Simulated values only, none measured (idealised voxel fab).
The name of this process module is voxel self aligned vias.
For reference, the cross-section in this document is cut, with width 170 nm and square cells of 5 nm.
For the purposes of this document, a cross-section shall be understood as a grid of square cells, specified as bands listed in top-to-bottom order, each band consisting of one or more rows of cells.
In this notation a band is specified by the heights of its top and bottom, in that order and in nm, after which its materials appear from left to right, each paired with its width in nm. The word "all across" attached to a single material means that material fills the band from edge to edge; the word "blank" stands for empty space.
Note: height 0 marks the level under which the wafer is uniformly one material as received. Lowest band unbounded below, written "from 0 down".
The expression "30->40" gives the width at the extremes of the band, the first number at its top row of cells and the second at its bottom row, with the width changing by equal amounts from each row to the next in between.
A step reported as "remains unaltered" is a step in which no cell of the cross-section changed.
If an empty space has no open way to the top and is at least 8 cells in size, "Enclosed void listing" lists it, written width x height at distance, where distance is measured from the left edge and every value is in nm.
Formally, on a step line, whatever follows the settings is a remark that the simulator itself makes on the step.
For masked steps, "overlay nm" on the step line gives how far right of plan the mask actually lay; a minus sign means it lay to the left.

The steps planned for the process are as follows:
1 RECEIVE | material Si
2 CONFORMAL_DEP | material SiO2 | thk nm 15
3 CONFORMAL_DEP | material SiCN | thk nm 5
4 DIRECTIONAL_DEP | material lowk | thk nm 20
5 PATTERN | tone open | mask id LINES | material resist | width nm 20 | pitch nm 55 | thk nm 20 | overlay nm 0
6 DIRECTIONAL_ETCH | etch materials lowk | depth nm 20
7 STRIP | etch materials resist
8 CONFORMAL_DEP | material TiN | thk nm 5
9 FILL_DEP | material Ru | thk nm 5
10 CMP | height nm 40
11 SELECTIVE_ETCH | etch materials W Ru TiN | depth nm 10
12 FILL_DEP | material SiN | thk nm 10
13 CMP | height nm 40
14 DIRECTIONAL_DEP | material lowk | thk nm 20
15 MASKED_ETCH | tone open | mask id VIAS | width nm 30 | pitch nm 110 | etch materials lowk | depth nm 20 | overlay nm 0
16 MASKED_ETCH | tone open | mask id VIAS | width nm 30 | pitch nm 110 | etch materials SiN | depth nm 10 | overlay nm 0
17 CONFORMAL_DEP | material TiN | thk nm 5
18 FILL_DEP | material Ru | thk nm 10
19 CMP | height nm 60
20 CONFORMAL_DEP | material SiN | thk nm 5

Cross-section: wafer on arrival = after step 1:
- from 0 down: Si all across
- Enclosed void listing: none

End-of-module XS, first of two wafers, run as planned:
- from 65 to 60: SiN all across
- from 60 to 45: lowk: 15 | TiN: 5 | Ru: 20 | TiN: 5 | lowk: 80 | TiN: 5 | Ru: 20 | TiN: 5 | lowk: 15
- from 45 to 40: lowk: 15 | TiN: 10 | Ru: 10 | TiN: 10 | lowk: 80 | TiN: 10 | Ru: 10 | TiN: 10 | lowk: 15
- from 40 to 35: lowk: 20 | TiN: 5 | Ru: 10 | TiN: 5 | lowk: 35 | SiN: 20 | lowk: 35 | TiN: 5 | Ru: 10 | TiN: 5 | lowk: 20
- from 35 to 30: lowk: 20 | TiN: 20 | lowk: 35 | SiN: 20 | lowk: 35 | TiN: 20 | lowk: 20
- from 30 to 25: lowk: 20 | TiN: 5 | Ru: 10 | TiN: 5 | lowk: 35 | TiN: 5 | Ru: 10 | TiN: 5 | lowk: 35 | TiN: 5 | Ru: 10 | TiN: 5 | lowk: 20
- from 25 to 20: lowk: 20 | TiN: 20 | lowk: 35 | TiN: 20 | lowk: 35 | TiN: 20 | lowk: 20
- from 20 to 15: SiCN all across
- from 15 to 0: SiO2 all across
- from 0 down: Si all across
- Enclosed void listing: none

Same start, same plan as the first wafer - but one mistake in the run. Cross-section of the second of the two at the end of the module:
- from 65 to 60: SiN all across
- from 60 to 40: lowk: 15 | TiN: 5 | Ru: 20 | TiN: 5 | lowk: 80 | TiN: 5 | Ru: 20 | TiN: 5 | lowk: 15
- from 40 to 35: SiN: 15 | TiN: 10 | Ru: 10 | TiN: 10 | SiN: 80 | TiN: 10 | Ru: 10 | TiN: 10 | SiN: 15
- from 35 to 30: lowk: 20 | TiN: 20 | lowk: 35 | SiN: 20 | lowk: 35 | TiN: 20 | lowk: 20
- from 30 to 20: lowk: 20 | TiN: 5 | Ru: 10 | TiN: 5 | lowk: 35 | TiN: 5 | Ru: 10 | TiN: 5 | lowk: 35 | TiN: 5 | Ru: 10 | TiN: 5 | lowk: 20
- from 20 to 15: lowk: 20 | TiN: 20 | lowk: 35 | TiN: 20 | lowk: 35 | TiN: 20 | lowk: 20
- from 15 to 10: SiCN all across
- from 10 to 0: SiO2 all across
- from 0 down: Si all across
- Enclosed void listing: none
What was done differently from what was planned? step 2 ran differently from the plan; actual operation with settings: CONFORMAL_DEP | material SiO2 | thk nm 10
Final cells, second wafer relative to first, materials higher or lower: Ru: 10 more; SiN: 18 more; SiO2: 34 fewer; TiN: 6 more
